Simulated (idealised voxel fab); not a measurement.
process module | voxel gate over fins
cross-section cut | 280 nm wide | cells 5 nm
A cross-section is a grid of square cells, given in bands from the top down. A band is one or more rows of cells.
Each band's line starts with the height of the band's top and of its bottom, in nm. Then come its materials from left to right, each with its width in nm. One material with "throughout" fills the band from edge to edge. "air" is empty space.
Height 0 is the level under which the wafer as received is all one material. The lowest band goes on downwards, as in "0 down".
A width such as "30 to 40" changes by the same amount from each row of cells to the next, from the band's top row to its bottom row.
"no change" after a step means that no cell of the cross-section changed.
closed voids: empty space of 8 cells or more with no open way to the top, each as width x height at its distance from the left edge, in nm
after a step's settings: what the simulator itself notes on the step
overlay nm, on a step with a mask: how far to the right of its planned place the mask lay; to the left if negative
plan
1 op RECEIVE | material Si
2 op CONFORMAL_DEP | material SiN | thk nm 10
3 op MASKED_ETCH | tone cover | mask id FINS | width nm 15 | pitch nm 55 | etch materials SiN | depth nm 10 | overlay nm 0
4 op MASKED_ETCH | tone cover | mask id FINS | width nm 15 | pitch nm 55 | etch materials Si | depth nm 40 | overlay nm 0
5 op FILL_DEP | material SiO2 | thk nm 15
6 op CMP | height nm 10
7 op DIRECTIONAL_DEP | material aC | thk nm 10
8 op PATTERN | tone open | mask id RAIL | material resist | width nm 15 | thk nm 25 | overlay nm 0
9 op DIRECTIONAL_ETCH | etch materials aC | depth nm 10
10 op STRIP | etch materials resist
11 op DIRECTIONAL_ETCH | etch materials SiO2 | depth nm 45
12 op STRIP | etch materials aC
13 op CONFORMAL_DEP | material TiN | thk nm 5
14 op FILL_DEP | material Ru | thk nm 5
15 op CMP | height nm 10
16 op SELECTIVE_ETCH | etch materials W Ru TiN | depth nm 30
17 op FILL_DEP | material SiO2 | thk nm 5
18 op CMP | height nm 10
19 op SELECTIVE_ETCH | etch materials SiO2 | depth nm 25
20 op STRIP | etch materials SiN
21 op CONFORMAL_DEP | material HfO2 | thk nm 5
22 op CONFORMAL_DEP | material TiN | thk nm 5
23 op CONFORMAL_DEP | material TiAl | thk nm 5
24 op CONFORMAL_DEP | material TiN | thk nm 5
25 op FILL_DEP | material W | thk nm 15
26 op CMP | height nm 30
27 op CONFORMAL_DEP | material SiN | thk nm 10
as received, after step 1
  0 down: Si throughout
  closed voids: none
a wafer at the end: this start, this plan, one mistake
  40 to 30: SiN throughout
  30 to 15: W throughout
  15 to 5: W 35 | TiN 45 | W 10 | TiN 45 | W 10 | TiN 45 | W 10 | TiN 45 | W 35
  5 to 0: W 35 | TiN 10 | HfO2 25 | TiN 10 | W 10 | TiN 10 | HfO2 25 | TiN 10 | W 10 | TiN 10 | HfO2 25 | TiN 10 | W 10 | TiN 10 | HfO2 25 | TiN 10 | W 35
  0 to -10: TiN 45 | HfO2 5 | Si 15 | HfO2 5 | TiN 30 | HfO2 5 | Si 15 | HfO2 5 | TiN 30 | HfO2 5 | Si 15 | HfO2 5 | TiN 30 | HfO2 5 | Si 15 | HfO2 5 | TiN 45
  -10 to -15: HfO2 50 | Si 15 | HfO2 40 | Si 15 | HfO2 40 | Si 15 | HfO2 40 | Si 15 | HfO2 50
  -15 to -20: SiO2 50 | Si 15 | SiO2 40 | Si 15 | SiO2 40 | Si 15 | SiO2 40 | Si 15 | SiO2 50
  -20 to -30: SiO2 50 | Si 15 | SiO2 10 | TiN 5 | Ru 5 | TiN 5 | SiO2 15 | Si 15 | SiO2 40 | Si 15 | SiO2 40 | Si 15 | SiO2 50
  -30 to -35: SiO2 50 | Si 15 | SiO2 10 | TiN 15 | SiO2 15 | Si 15 | SiO2 40 | Si 15 | SiO2 40 | Si 15 | SiO2 50
  -35 to -40: SiO2 50 | Si 15 | SiO2 40 | Si 15 | SiO2 40 | Si 15 | SiO2 40 | Si 15 | SiO2 50
  -40 down: Si throughout
  closed voids: none
what went wrong: step 23 was left out
